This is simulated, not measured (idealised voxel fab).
Process module, titled voxel transistor to metal
FYI the section here is cut, 265 nm wide, cells are 5 nm squares.
Cross-section = grid of square cells, listed top down in bands; band = one or more rows. Band: top and bottom heights (nm) first, top before bottom; then materials from left to right, widths in nm. "full width" marks a sole material filling the band edge to edge. "air" denotes empty space. Below 0: as-received wafer, all one material; heights counted from there. Lowest band: no bottom, goes on down, written "0 down". The expression "30->40" gives the width at the extremes of the band, the first number at its top row of cells and the second at its bottom row, with the width changing by equal amounts from each row to the next in between. Reading "no alteration" for a step: not a cell of the cross-section changed in it. "Enclosed empty spaces" means: voids of 8 cells or more that are shut off from the top with no open way through. Written width x height at distance, distance from the left edge, in nm. Note: text after step settings on the step line = simulator remark on that step. What "overlay nm" on a step's line means: if the step has a mask, that mask lay this far to the right of its planned place, or, when the value is negative, to the left. Pairs follow: section before one process step, section after it down to the lowest changed band, step with settings underneath. Pairs may come from different runs of this module on the same starting wafer; continuity with the pair above only as stated in the "State before step" entry.

# State before step
> 75 to 70: 25 air | 25 Ru | 40 air | 25 Ru | 35 air | 25 Ru | 40 air | 25 Ru | 25 air
> 70 to 65: 30 SiN | 15 TiN | 50 SiN | 15 TiN | 45 SiN | 15 TiN | 50 SiN | 15 TiN | 30 SiN
> 65 to 55: W full width
> 55 to 50: 35 TiN | 5 W | 60 TiN | 5 W | 55 TiN | 5 W | 60 TiN | 5 W | 35 TiN
> 50 to 35: 30 SiO2 | 5 TiN | 5 W | 5 TiN | 50 SiO2 | 5 TiN | 5 W | 5 TiN | 45 SiO2 | 5 TiN | 5 W | 5 TiN | 50 SiO2 | 5 TiN | 5 W | 5 TiN | 30 SiO2
> 35 to 25: 30 SiO2 | 5 TiN | 5 W | 5 TiN | 10 SiO2 | 5 SiN | 20 SiCN | 5 SiN | 10 SiO2 | 5 TiN | 5 W | 5 TiN | 45 SiO2 | 5 TiN | 5 W | 5 TiN | 10 SiO2 | 5 SiN | 20 SiCN | 5 SiN | 10 SiO2 | 5 TiN | 5 W | 5 TiN | 30 SiO2
> 25 to 0: 30 SiO2 | 5 TiN | 5 W | 5 TiN | 10 SiO2 | 5 SiN | 20 polySi | 5 SiN | 10 SiO2 | 5 TiN | 5 W | 5 TiN | 45 SiO2 | 5 TiN | 5 W | 5 TiN | 10 SiO2 | 5 SiN | 20 polySi | 5 SiN | 10 SiO2 | 5 TiN | 5 W | 5 TiN | 30 SiO2
> 0 to -5: 30 SiO2 | 15 TiN | 10 SiO2 | 5 SiN | 20 polySi | 5 SiN | 10 SiO2 | 15 TiN | 45 SiO2 | 15 TiN | 10 SiO2 | 5 SiN | 20 polySi | 5 SiN | 10 SiO2 | 15 TiN | 30 SiO2
> -5 to -10: 20 SiO2 | 35 nSi | 30 SiO2 | 35 nSi | 25 SiO2 | 35 nSi | 30 SiO2 | 35 nSi | 20 SiO2
> -10 to -30: 25 SiO2 | 90 Si | 35 SiO2 | 90 Si | 25 SiO2
> -30 down: Si full width
> Enclosed empty spaces: none

# Cross-Section Thereafter
> 80 to 75: SiCN full width
> 75 to 70: 25 SiCN | 25 Ru | 40 SiCN | 25 Ru | 35 SiCN | 25 Ru | 40 SiCN | 25 Ru | 25 SiCN
> Everything below 70 is unchanged.
> Enclosed empty spaces: none
Step, before to after (see cross-sections above): op FILL_DEP | material SiCN | thk nm 5

State before step: per the after cross-section of the pair just above.

# Cross-Section Thereafter
> 115 to 80: lowk full width
> Everything below 80 is unchanged.
> Enclosed empty spaces: none
Step, before to after (see cross-sections above): op DIRECTIONAL_DEP | material lowk | thk nm 35

State before step: per the after cross-section of the pair just above.

# Cross-Section Thereafter
> 130 to 115: aC full width
> Everything below 115 is unchanged.
> Enclosed empty spaces: none
Step, before to after (see cross-sections above): op DIRECTIONAL_DEP | material aC | thk nm 15

State before step: per the after cross-section of the pair just above.

# Cross-Section Thereafter
> 160 to 130: 30 resist | 15 air | 110 resist | 15 air | 95 resist
> Everything below 130 is unchanged.
> Enclosed empty spaces: none
Step, before to after (see cross-sections above): op PATTERN | tone open | mask id METAL_2 | material resist | width nm 15 | pitch nm 125 | thk nm 30 | overlay nm 0

State before step: per the after cross-section of the pair just above.

# Cross-Section Thereafter
> 145 to 130: 30 resist | 15 air | 110 resist | 15 air | 95 resist
> 130 to 115: 30 aC | 15 air | 110 aC | 15 air | 95 aC
> Everything below 115 is unchanged.
> Enclosed empty spaces: none
Step, before to after (see cross-sections above): op DIRECTIONAL_ETCH | etch materials aC | depth nm 15

State before step: per the after cross-section of the pair just above.

# Cross-Section Thereafter
> 130 to 115: 30 aC | 15 air | 110 aC | 15 air | 95 aC
> Everything below 115 is unchanged.
> Enclosed empty spaces: none
Step, before to after (see cross-sections above): op STRIP | etch materials resist

State before step: per the after cross-section of the pair just above.

# Cross-Section Thereafter
> 130 to 115: 30 aC | 15 air | 110 aC | 15 air | 95 aC
> 115 to 95: 30 lowk | 15 air | 110 lowk | 15 air | 95 lowk
> Everything below 95 is unchanged.
> Enclosed empty spaces: none
Step, before to after (see cross-sections above): op DIRECTIONAL_ETCH | etch materials lowk | depth nm 20

State before step: per the after cross-section of the pair just above.

# Cross-Section Thereafter
> 115 to 95: 30 lowk | 15 air | 110 lowk | 15 air | 95 lowk
> Everything below 95 is unchanged.
> Enclosed empty spaces: none
Step, before to after (see cross-sections above): op STRIP | etch materials aC

State before step: per the after cross-section of the pair just above.

# Cross-Section Thereafter
> 130 to 115: 30 resist | 15 air | 110 resist | 15 air | 95 resist
> Everything below 115 is unchanged.
> Enclosed empty spaces: none
Step, before to after (see cross-sections above): op PATTERN | tone open | mask id METAL_2_HOLES | material resist | width nm 15 | pitch nm 125 | thk nm 15 | overlay nm 0

State before step: per the after cross-section of the pair just above.

# Cross-Section Thereafter
> 130 to 115: 30 resist | 15 air | 110 resist | 15 air | 95 resist
> 115 to 80: 30 lowk | 15 air | 110 lowk | 15 air | 95 lowk
> Everything below 80 is unchanged.
> Enclosed empty spaces: none
Step, before to after (see cross-sections above): op DIRECTIONAL_ETCH | etch materials lowk | depth nm 15

State before step: per the after cross-section of the pair just above.

# Cross-Section Thereafter
> 130 to 115: 30 resist | 15 air | 110 resist | 15 air | 95 resist
> 115 to 80: 30 lowk | 15 air | 110 lowk | 15 air | 95 lowk
> 80 to 75: 30 SiCN | 15 air | 110 SiCN | 15 air | 95 SiCN
> Everything below 75 is unchanged.
> Enclosed empty spaces: none
Step, before to after (see cross-sections above): op DIRECTIONAL_ETCH | etch materials SiCN | depth nm 5

State before step: per the after cross-section of the pair just above.

# Cross-Section Thereafter
> 115 to 80: 30 lowk | 15 air | 110 lowk | 15 air | 95 lowk
> Everything below 80 is unchanged.
> Enclosed empty spaces: none
Step, before to after (see cross-sections above): op STRIP | etch materials resist

State before step: per the after cross-section of the pair just above.

# Cross-Section Thereafter
> 120 to 115: 35 TiN | 5 air | 120 TiN | 5 air | 100 TiN
> 115 to 80: 30 lowk | 5 TiN | 5 air | 5 TiN | 110 lowk | 5 TiN | 5 air | 5 TiN | 95 lowk
> 80 to 75: 30 SiCN | 15 TiN | 110 SiCN | 15 TiN | 95 SiCN
> Everything below 75 is unchanged.
> Enclosed empty spaces: none
Step, before to after (see cross-sections above): op CONFORMAL_DEP | material TiN | thk nm 5

State before step: per the after cross-section of the pair just above.

# Cross-Section Thereafter
> 125 to 120: Ru full width
> 120 to 115: 35 TiN | 5 Ru | 120 TiN | 5 Ru | 100 TiN
> 115 to 80: 30 lowk | 5 TiN | 5 Ru | 5 TiN | 110 lowk | 5 TiN | 5 Ru | 5 TiN | 95 lowk
> Everything below 80 is unchanged.
> Enclosed empty spaces: none
Step, before to after (see cross-sections above): op FILL_DEP | material Ru | thk nm 5

State before step: per the after cross-section of the pair just above.

# Cross-Section Thereafter
> 115 to 80: 30 lowk | 5 TiN | 5 Ru | 5 TiN | 110 lowk | 5 TiN | 5 Ru | 5 TiN | 95 lowk
> Everything below 80 is unchanged.
> Enclosed empty spaces: none
Step, before to after (see cross-sections above): op CMP | height nm 115

State before step: per the after cross-section of the pair just above.

# Cross-Section Thereafter
> 120 to 115: SiN full width
> Everything below 115 is unchanged.
> Enclosed empty spaces: none
Step, before to after (see cross-sections above): op CONFORMAL_DEP | material SiN | thk nm 5

# State before step
> 30 to 10: 20 air | 100 resist | 25 air | 100 resist | 20 air
> 10 to 0: 20 air | 100 SiN | 25 air | 100 SiN | 20 air
> 0 to -5: 20 air | 100 SiO2 | 25 air | 100 SiO2 | 20 air
> -5 to -25: 20 air | 100 Si | 25 air | 100 Si | 20 air
> -25 down: Si full width
> Enclosed empty spaces: none

# Cross-Section Thereafter
> 30 to 10: 20 air | 100 resist | 25 air | 100 resist | 20 air
> 10 to 0: 20 air | 100 SiN | 25 air | 100 SiN | 20 air
> 0 to -5: 20 air | 100 SiO2 | 25 air | 100 SiO2 | 20 air
> -5 to -45: 20 air | 100 Si | 25 air | 100 Si | 20 air
> Everything below -45 is unchanged.
> Enclosed empty spaces: none
Step, before to after (see cross-sections above): op DIRECTIONAL_ETCH | etch materials Si | depth nm 20

State before step: per the after cross-section of the pair just above.

# Cross-Section Thereafter
> 10 to 0: 20 air | 100 SiN | 25 air | 100 SiN | 20 air
> Everything below 0 is unchanged.
> Enclosed empty spaces: none
Step, before to after (see cross-sections above): op STRIP | etch materials resist

State before step: per the after cross-section of the pair just above.

# Cross-Section Thereafter
> 10 to 0: 20 air | 100 SiN | 25 air | 100 SiN | 20 air
> 0 to -5: 20 air | 100 SiO2 | 25 air | 100 SiO2 | 20 air
> -5 to -45: 20 air | 5 SiO2 | 90 Si | 5 SiO2 | 25 air | 5 SiO2 | 90 Si | 5 SiO2 | 20 air
> -45 to -50: 25 SiO2 | 90 Si | 35 SiO2 | 90 Si | 25 SiO2
> Everything below -50 is unchanged.
> Enclosed empty spaces: none
Step, before to after (see cross-sections above): op OXIDIZE | depth nm 5

State before step: per the after cross-section of the pair just above.

# Cross-Section Thereafter
> 20 to 10: SiO2 full width
> 10 to 0: 20 SiO2 | 100 SiN | 25 SiO2 | 100 SiN | 20 SiO2
> 0 to -5: SiO2 full width
> -5 to -50: 25 SiO2 | 90 Si | 35 SiO2 | 90 Si | 25 SiO2
> Everything below -50 is unchanged.
> Enclosed empty spaces: none
Step, before to after (see cross-sections above): op FILL_DEP | material SiO2 | thk nm 10

State before step: per the after cross-section of the pair just above.

# Cross-Section Thereafter
> 10 to 0: 20 SiO2 | 100 SiN | 25 SiO2 | 100 SiN | 20 SiO2
> Everything below 0 is unchanged.
> Enclosed empty spaces: none
Step, before to after (see cross-sections above): op CMP | height nm 10

State before step: per the after cross-section of the pair just above.

# Cross-Section Thereafter
> 10 to 0: 20 air | 100 SiN | 25 air | 100 SiN | 20 air
> Everything below 0 is unchanged.
> Enclosed empty spaces: none
Step, before to after (see cross-sections above): op SELECTIVE_ETCH | etch materials SiO2 | depth nm 10

State before step: per the after cross-section of the pair just above.

# Cross-Section Thereafter
> 0 to -5: SiO2 full width
> Everything below -5 is unchanged.
> Enclosed empty spaces: none
Step, before to after (see cross-sections above): op STRIP | etch materials SiN

State before step: per the after cross-section of the pair just above.

# Cross-Section Thereafter
> -5 to -50: 25 SiO2 | 90 Si | 35 SiO2 | 90 Si | 25 SiO2
> Everything below -50 is unchanged.
> Enclosed empty spaces: none
Step, before to after (see cross-sections above): op SELECTIVE_ETCH | etch materials SiO2 | depth nm 5

State before step: per the after cross-section of the pair just above.

# Cross-Section Thereafter
> -5 to -10: SiO2 full width
> Everything below -10 is unchanged.
> Enclosed empty spaces: none
Step, before to after (see cross-sections above): op OXIDIZE | depth nm 5

State before step: per the after cross-section of the pair just above.

# Cross-Section Thereafter
> 25 to -5: polySi full width
> Everything below -5 is unchanged.
> Enclosed empty spaces: none
Step, before to after (see cross-sections above): op DIRECTIONAL_DEP | material polySi | thk nm 30

State before step: per the after cross-section of the pair just above.

# Cross-Section Thereafter
> 35 to 25: SiCN full width
> Everything below 25 is unchanged.
> Enclosed empty spaces: none
Step, before to after (see cross-sections above): op DIRECTIONAL_DEP | material SiCN | thk nm 10

State before step: per the after cross-section of the pair just above.

# Cross-Section Thereafter
> 35 to 25: 60 air | 20 SiCN | 105 air | 20 SiCN | 60 air
> Everything below 25 is unchanged.
> Enclosed empty spaces: none
Step, before to after (see cross-sections above): op MASKED_ETCH | tone cover | mask id GATE | width nm 20 | pitch nm 125 | etch materials SiCN | depth nm 20 | overlay nm 0

State before step: per the after cross-section of the pair just above.

# Cross-Section Thereafter
> 35 to 25: 60 air | 20 SiCN | 105 air | 20 SiCN | 60 air
> 25 to -5: 60 air | 20 polySi | 105 air | 20 polySi | 60 air
> Everything below -5 is unchanged.
> Enclosed empty spaces: none
Step, before to after (see cross-sections above): op MASKED_ETCH | tone cover | mask id GATE | width nm 20 | pitch nm 125 | etch materials polySi | depth nm 40 | overlay nm 0

State before step: per the after cross-section of the pair just above.

# Cross-Section Thereafter
> 40 to 35: 55 air | 30 SiN | 95 air | 30 SiN | 55 air
> 35 to 25: 55 air | 5 SiN | 20 SiCN | 5 SiN | 95 air | 5 SiN | 20 SiCN | 5 SiN | 55 air
> 25 to 0: 55 air | 5 SiN | 20 polySi | 5 SiN | 95 air | 5 SiN | 20 polySi | 5 SiN | 55 air
> 0 to -5: 60 SiN | 20 polySi | 105 SiN | 20 polySi | 60 SiN
> Everything below -5 is unchanged.
> Enclosed empty spaces: none
Step, before to after (see cross-sections above): op CONFORMAL_DEP | material SiN | thk nm 5

State before step: per the after cross-section of the pair just above.

# Cross-Section Thereafter
> 35 to 25: 55 air | 5 SiN | 20 SiCN | 5 SiN | 95 air | 5 SiN | 20 SiCN | 5 SiN | 55 air
> 25 to -5: 55 air | 5 SiN | 20 polySi | 5 SiN | 95 air | 5 SiN | 20 polySi | 5 SiN | 55 air
> Everything below -5 is unchanged.
> Enclosed empty spaces: none
Step, before to after (see cross-sections above): op DIRECTIONAL_ETCH | etch materials SiN | depth nm 5

State before step: per the after cross-section of the pair just above.

# Cross-Section Thereafter
> 35 to 25: 55 air | 5 SiN | 20 SiCN | 5 SiN | 95 air | 5 SiN | 20 SiCN | 5 SiN | 55 air
> 25 to -5: 55 air | 5 SiN | 20 polySi | 5 SiN | 95 air | 5 SiN | 20 polySi | 5 SiN | 55 air
> -5 to -10: 55 air | 30 SiO2 | 95 air | 30 SiO2 | 55 air
> Everything below -10 is unchanged.
> Enclosed empty spaces: none
Step, before to after (see cross-sections above): op DIRECTIONAL_ETCH | etch materials SiO2 | depth nm 5

State before step: per the after cross-section of the pair just above.

# Cross-Section Thereafter
> 35 to 25: 55 air | 5 SiN | 20 SiCN | 5 SiN | 95 air | 5 SiN | 20 SiCN | 5 SiN | 55 air
> 25 to -5: 55 air | 5 SiN | 20 polySi | 5 SiN | 95 air | 5 SiN | 20 polySi | 5 SiN | 55 air
> -5 to -10: 20 air | 35 nSi | 30 SiO2 | 35 nSi | 25 air | 35 nSi | 30 SiO2 | 35 nSi | 20 air
> Everything below -10 is unchanged.
> Enclosed empty spaces: none
Step, before to after (see cross-sections above): op EPI | material nSi | thk nm 5

State before step: per the after cross-section of the pair just above.

# Cross-Section Thereafter
> 40 to 35: SiO2 full width
> 35 to 25: 55 SiO2 | 5 SiN | 20 SiCN | 5 SiN | 95 SiO2 | 5 SiN | 20 SiCN | 5 SiN | 55 SiO2
> 25 to -5: 55 SiO2 | 5 SiN | 20 polySi | 5 SiN | 95 SiO2 | 5 SiN | 20 polySi | 5 SiN | 55 SiO2
> -5 to -10: 20 SiO2 | 35 nSi | 30 SiO2 | 35 nSi | 25 SiO2 | 35 nSi | 30 SiO2 | 35 nSi | 20 SiO2
> Everything below -10 is unchanged.
> Enclosed empty spaces: none
Step, before to after (see cross-sections above): op FILL_DEP | material SiO2 | thk nm 5

State before step: per the after cross-section of the pair just above.

# Cross-Section Thereafter
> 35 to 25: 55 SiO2 | 5 SiN | 20 SiCN | 5 SiN | 95 SiO2 | 5 SiN | 20 SiCN | 5 SiN | 55 SiO2
> Everything below 25 is unchanged.
> Enclosed empty spaces: none
Step, before to after (see cross-sections above): op CMP | height nm 35

State before step: per the after cross-section of the pair just above.

# Cross-Section Thereafter
> 50 to 35: SiO2 full width
> Everything below 35 is unchanged.
> Enclosed empty spaces: none
Step, before to after (see cross-sections above): op DIRECTIONAL_DEP | material SiO2 | thk nm 15

State before step: per the after cross-section of the pair just above.

# Cross-Section Thereafter
> 50 to 35: 30 SiO2 | 15 air | 50 SiO2 | 15 air | 45 SiO2 | 15 air | 50 SiO2 | 15 air | 30 SiO2
> 35 to 25: 30 SiO2 | 15 air | 10 SiO2 | 5 SiN | 20 SiCN | 5 SiN | 10 SiO2 | 15 air | 45 SiO2 | 15 air | 10 SiO2 | 5 SiN | 20 SiCN | 5 SiN | 10 SiO2 | 15 air | 30 SiO2
> 25 to -5: 30 SiO2 | 15 air | 10 SiO2 | 5 SiN | 20 polySi | 5 SiN | 10 SiO2 | 15 air | 45 SiO2 | 15 air | 10 SiO2 | 5 SiN | 20 polySi | 5 SiN | 10 SiO2 | 15 air | 30 SiO2
> Everything below -5 is unchanged.
> Enclosed empty spaces: none
Step, before to after (see cross-sections above): op MASKED_ETCH | tone open | mask id CONTACT | width nm 15 | etch materials SiO2 | depth nm 55 | overlay nm 0

State before step: per the after cross-section of the pair just above.

# Cross-Section Thereafter
> 55 to 50: 35 TiN | 5 air | 60 TiN | 5 air | 55 TiN | 5 air | 60 TiN | 5 air | 35 TiN
> 50 to 35: 30 SiO2 | 5 TiN | 5 air | 5 TiN | 50 SiO2 | 5 TiN | 5 air | 5 TiN | 45 SiO2 | 5 TiN | 5 air | 5 TiN | 50 SiO2 | 5 TiN | 5 air | 5 TiN | 30 SiO2
> 35 to 25: 30 SiO2 | 5 TiN | 5 air | 5 TiN | 10 SiO2 | 5 SiN | 20 SiCN | 5 SiN | 10 SiO2 | 5 TiN | 5 air | 5 TiN | 45 SiO2 | 5 TiN | 5 air | 5 TiN | 10 SiO2 | 5 SiN | 20 SiCN | 5 SiN | 10 SiO2 | 5 TiN | 5 air | 5 TiN | 30 SiO2
> 25 to 0: 30 SiO2 | 5 TiN | 5 air | 5 TiN | 10 SiO2 | 5 SiN | 20 polySi | 5 SiN | 10 SiO2 | 5 TiN | 5 air | 5 TiN | 45 SiO2 | 5 TiN | 5 air | 5 TiN | 10 SiO2 | 5 SiN | 20 polySi | 5 SiN | 10 SiO2 | 5 TiN | 5 air | 5 TiN | 30 SiO2
> 0 to -5: 30 SiO2 | 15 TiN | 10 SiO2 | 5 SiN | 20 polySi | 5 SiN | 10 SiO2 | 15 TiN | 45 SiO2 | 15 TiN | 10 SiO2 | 5 SiN | 20 polySi | 5 SiN | 10 SiO2 | 15 TiN | 30 SiO2
> Everything below -5 is unchanged.
> Enclosed empty spaces: none
Step, before to after (see cross-sections above): op CONFORMAL_DEP | material TiN | thk nm 5

State before step: per the after cross-section of the pair just above.

# Cross-Section Thereafter
> 65 to 55: W full width
> 55 to 50: 35 TiN | 5 W | 60 TiN | 5 W | 55 TiN | 5 W | 60 TiN | 5 W | 35 TiN
> 50 to 35: 30 SiO2 | 5 TiN | 5 W | 5 TiN | 50 SiO2 | 5 TiN | 5 W | 5 TiN | 45 SiO2 | 5 TiN | 5 W | 5 TiN | 50 SiO2 | 5 TiN | 5 W | 5 TiN | 30 SiO2
> 35 to 25: 30 SiO2 | 5 TiN | 5 W | 5 TiN | 10 SiO2 | 5 SiN | 20 SiCN | 5 SiN | 10 SiO2 | 5 TiN | 5 W | 5 TiN | 45 SiO2 | 5 TiN | 5 W | 5 TiN | 10 SiO2 | 5 SiN | 20 SiCN | 5 SiN | 10 SiO2 | 5 TiN | 5 W | 5 TiN | 30 SiO2
> 25 to 0: 30 SiO2 | 5 TiN | 5 W | 5 TiN | 10 SiO2 | 5 SiN | 20 polySi | 5 SiN | 10 SiO2 | 5 TiN | 5 W | 5 TiN | 45 SiO2 | 5 TiN | 5 W | 5 TiN | 10 SiO2 | 5 SiN | 20 polySi | 5 SiN | 10 SiO2 | 5 TiN | 5 W | 5 TiN | 30 SiO2
> Everything below 0 is unchanged.
> Enclosed empty spaces: none
Step, before to after (see cross-sections above): op FILL_DEP | material W | thk nm 10

State before step: per the after cross-section of the pair just above.

# Cross-Section Thereafter
> 50 to 35: 30 SiO2 | 5 TiN | 5 W | 5 TiN | 50 SiO2 | 5 TiN | 5 W | 5 TiN | 45 SiO2 | 5 TiN | 5 W | 5 TiN | 50 SiO2 | 5 TiN | 5 W | 5 TiN | 30 SiO2
> Everything below 35 is unchanged.
> Enclosed empty spaces: none
Step, before to after (see cross-sections above): op CMP | height nm 50

State before step: per the after cross-section of the pair just above.

# Cross-Section Thereafter
> 55 to 50: SiN full width
> Everything below 50 is unchanged.
> Enclosed empty spaces: none
Step, before to after (see cross-sections above): op CONFORMAL_DEP | material SiN | thk nm 5

State before step: per the after cross-section of the pair just above.

# Cross-Section Thereafter
> 70 to 55: lowk full width
> Everything below 55 is unchanged.
> Enclosed empty spaces: none
Step, before to after (see cross-sections above): op DIRECTIONAL_DEP | material lowk | thk nm 15

State before step: per the after cross-section of the pair just above.

# Cross-Section Thereafter
> 85 to 70: 30 resist | 15 air | 50 resist | 15 air | 45 resist | 15 air | 50 resist | 15 air | 30 resist
> Everything below 70 is unchanged.
> Enclosed empty spaces: none
Step, before to after (see cross-sections above): op PATTERN | tone open | mask id METAL_1 | material resist | width nm 15 | thk nm 15 | overlay nm 0

State before step: per the after cross-section of the pair just above.

# Cross-Section Thereafter
> 85 to 70: 30 resist | 15 air | 50 resist | 15 air | 45 resist | 15 air | 50 resist | 15 air | 30 resist
> 70 to 55: 30 lowk | 15 air | 50 lowk | 15 air | 45 lowk | 15 air | 50 lowk | 15 air | 30 lowk
> Everything below 55 is unchanged.
> Enclosed empty spaces: none
Step, before to after (see cross-sections above): op DIRECTIONAL_ETCH | etch materials lowk | depth nm 15

State before step: per the after cross-section of the pair just above.

# Cross-Section Thereafter
> 85 to 70: 30 resist | 15 air | 50 resist | 15 air | 45 resist | 15 air | 50 resist | 15 air | 30 resist
> 70 to 55: 30 lowk | 15 air | 50 lowk | 15 air | 45 lowk | 15 air | 50 lowk | 15 air | 30 lowk
> 55 to 50: 30 SiN | 15 air | 50 SiN | 15 air | 45 SiN | 15 air | 50 SiN | 15 air | 30 SiN
> Everything below 50 is unchanged.
> Enclosed empty spaces: none
Step, before to after (see cross-sections above): op DIRECTIONAL_ETCH | etch materials SiN | depth nm 5

State before step: per the after cross-section of the pair just above.

# Cross-Section Thereafter
> 70 to 55: 30 lowk | 15 air | 50 lowk | 15 air | 45 lowk | 15 air | 50 lowk | 15 air | 30 lowk
> Everything below 55 is unchanged.
> Enclosed empty spaces: none
Step, before to after (see cross-sections above): op STRIP | etch materials resist

State before step: per the after cross-section of the pair just above.

# Cross-Section Thereafter
> 75 to 70: 35 TiN | 5 air | 60 TiN | 5 air | 55 TiN | 5 air | 60 TiN | 5 air | 35 TiN
> 70 to 55: 30 lowk | 5 TiN | 5 air | 5 TiN | 50 lowk | 5 TiN | 5 air | 5 TiN | 45 lowk | 5 TiN | 5 air | 5 TiN | 50 lowk | 5 TiN | 5 air | 5 TiN | 30 lowk
> 55 to 50: 30 SiN | 15 TiN | 50 SiN | 15 TiN | 45 SiN | 15 TiN | 50 SiN | 15 TiN | 30 SiN
> Everything below 50 is unchanged.
> Enclosed empty spaces: none
Step, before to after (see cross-sections above): op CONFORMAL_DEP | material TiN | thk nm 5

State before step: per the after cross-section of the pair just above.

# Cross-Section Thereafter
> 85 to 75: Ru full width
> 75 to 70: 35 TiN | 5 Ru | 60 TiN | 5 Ru | 55 TiN | 5 Ru | 60 TiN | 5 Ru | 35 TiN
> 70 to 55: 30 lowk | 5 TiN | 5 Ru | 5 TiN | 50 lowk | 5 TiN | 5 Ru | 5 TiN | 45 lowk | 5 TiN | 5 Ru | 5 TiN | 50 lowk | 5 TiN | 5 Ru | 5 TiN | 30 lowk
> Everything below 55 is unchanged.
> Enclosed empty spaces: none
Step, before to after (see cross-sections above): op FILL_DEP | material Ru | thk nm 10

State before step: per the after cross-section of the pair just above.

# Cross-Section Thereafter
> 70 to 55: 30 lowk | 5 TiN | 5 Ru | 5 TiN | 50 lowk | 5 TiN | 5 Ru | 5 TiN | 45 lowk | 5 TiN | 5 Ru | 5 TiN | 50 lowk | 5 TiN | 5 Ru | 5 TiN | 30 lowk
> Everything below 55 is unchanged.
> Enclosed empty spaces: none
Step, before to after (see cross-sections above): op CMP | height nm 70

State before step: per the after cross-section of the pair just above.

# Cross-Section Thereafter
> 75 to 70: 25 air | 25 Ru | 40 air | 25 Ru | 35 air | 25 Ru | 40 air | 25 Ru | 25 air
> Everything below 70 is unchanged.
> Enclosed empty spaces: none
Step, before to after (see cross-sections above): op EPI | material Ru | thk nm 5

State before step: per the after cross-section of the pair just above.

# Cross-Section Thereafter
> 80 to 75: SiCN full width
> 75 to 70: 25 SiCN | 25 Ru | 40 SiCN | 25 Ru | 35 SiCN | 25 Ru | 40 SiCN | 25 Ru | 25 SiCN
> Everything below 70 is unchanged.
> Enclosed empty spaces: none
Step, before to after (see cross-sections above): op FILL_DEP | material SiCN | thk nm 5

State before step: per the after cross-section of the pair just above.

# Cross-Section Thereafter
> 115 to 80: lowk full width
> Everything below 80 is unchanged.
> Enclosed empty spaces: none
Step, before to after (see cross-sections above): op DIRECTIONAL_DEP | material lowk | thk nm 35

State before step: per the after cross-section of the pair just above.

# Cross-Section Thereafter
> 130 to 115: aC full width
> Everything below 115 is unchanged.
> Enclosed empty spaces: none
Step, before to after (see cross-sections above): op DIRECTIONAL_DEP | material aC | thk nm 15

State before step: per the after cross-section of the pair just above.

# Cross-Section Thereafter
> 160 to 130: 30 resist | 15 air | 110 resist | 15 air | 95 resist
> Everything below 130 is unchanged.
> Enclosed empty spaces: none
Step, before to after (see cross-sections above): op PATTERN | tone open | mask id METAL_2 | material resist | width nm 15 | pitch nm 125 | thk nm 30 | overlay nm 0

State before step: per the after cross-section of the pair just above.

# Cross-Section Thereafter
> 145 to 130: 30 resist | 15 air | 110 resist | 15 air | 95 resist
> 130 to 115: 30 aC | 15 air | 110 aC | 15 air | 95 aC
> Everything below 115 is unchanged.
> Enclosed empty spaces: none
Step, before to after (see cross-sections above): op DIRECTIONAL_ETCH | etch materials aC | depth nm 15

State before step: per the after cross-section of the pair just above.

# Cross-Section Thereafter
> 130 to 115: 30 aC | 15 air | 110 aC | 15 air | 95 aC
> Everything below 115 is unchanged.
> Enclosed empty spaces: none
Step, before to after (see cross-sections above): op STRIP | etch materials resist

State before step: per the after cross-section of the pair just above.

# Cross-Section Thereafter
> 130 to 115: 30 aC | 15 air | 110 aC | 15 air | 95 aC
> 115 to 95: 30 lowk | 15 air | 110 lowk | 15 air | 95 lowk
> Everything below 95 is unchanged.
> Enclosed empty spaces: none
Step, before to after (see cross-sections above): op DIRECTIONAL_ETCH | etch materials lowk | depth nm 20

State before step: per the after cross-section of the pair just above.

# Cross-Section Thereafter
> 115 to 95: 30 lowk | 15 air | 110 lowk | 15 air | 95 lowk
> Everything below 95 is unchanged.
> Enclosed empty spaces: none
Step, before to after (see cross-sections above): op STRIP | etch materials aC

State before step: per the after cross-section of the pair just above.

# Cross-Section Thereafter
> 130 to 115: 30 resist | 15 air | 110 resist | 15 air | 95 resist
> Everything below 115 is unchanged.
> Enclosed empty spaces: none
Step, before to after (see cross-sections above): op PATTERN | tone open | mask id METAL_2_HOLES | material resist | width nm 15 | pitch nm 125 | thk nm 15 | overlay nm 0

State before step: per the after cross-section of the pair just above.

# Cross-Section Thereafter
> 130 to 115: 30 resist | 15 air | 110 resist | 15 air | 95 resist
> 115 to 80: 30 lowk | 15 air | 110 lowk | 15 air | 95 lowk
> Everything below 80 is unchanged.
> Enclosed empty spaces: none
Step, before to after (see cross-sections above): op DIRECTIONAL_ETCH | etch materials lowk | depth nm 15

State before step: per the after cross-section of the pair just above.

# Cross-Section Thereafter
> 130 to 115: 30 resist | 15 air | 110 resist | 15 air | 95 resist
> 115 to 80: 30 lowk | 15 air | 110 lowk | 15 air | 95 lowk
> 80 to 75: 30 SiCN | 15 air | 110 SiCN | 15 air | 95 SiCN
> Everything below 75 is unchanged.
> Enclosed empty spaces: none
Step, before to after (see cross-sections above): op DIRECTIONAL_ETCH | etch materials SiCN | depth nm 5

State before step: per the after cross-section of the pair just above.

# Cross-Section Thereafter
> 115 to 80: 30 lowk | 15 air | 110 lowk | 15 air | 95 lowk
> Everything below 80 is unchanged.
> Enclosed empty spaces: none
Step, before to after (see cross-sections above): op STRIP | etch materials resist

State before step: per the after cross-section of the pair just above.

# Cross-Section Thereafter
> 120 to 115: 35 TiN | 5 air | 120 TiN | 5 air | 100 TiN
> 115 to 80: 30 lowk | 5 TiN | 5 air | 5 TiN | 110 lowk | 5 TiN | 5 air | 5 TiN | 95 lowk
> 80 to 75: 30 SiCN | 15 TiN | 110 SiCN | 15 TiN | 95 SiCN
> Everything below 75 is unchanged.
> Enclosed empty spaces: none
Step, before to after (see cross-sections above): op CONFORMAL_DEP | material TiN | thk nm 5

State before step: per the after cross-section of the pair just above.

# Cross-Section Thereafter
> 125 to 120: Ru full width
> 120 to 115: 35 TiN | 5 Ru | 120 TiN | 5 Ru | 100 TiN
> 115 to 80: 30 lowk | 5 TiN | 5 Ru | 5 TiN | 110 lowk | 5 TiN | 5 Ru | 5 TiN | 95 lowk
> Everything below 80 is unchanged.
> Enclosed empty spaces: none
Step, before to after (see cross-sections above): op FILL_DEP | material Ru | thk nm 5

State before step: per the after cross-section of the pair just above.

# Cross-Section Thereafter
> 115 to 80: 30 lowk | 5 TiN | 5 Ru | 5 TiN | 110 lowk | 5 TiN | 5 Ru | 5 TiN | 95 lowk
> Everything below 80 is unchanged.
> Enclosed empty spaces: none
Step, before to after (see cross-sections above): op CMP | height nm 115

State before step: per the after cross-section of the pair just above.

# Cross-Section Thereafter
> 120 to 115: SiN full width
> Everything below 115 is unchanged.
> Enclosed empty spaces: none
Step, before to after (see cross-sections above): op CONFORMAL_DEP | material SiN | thk nm 5
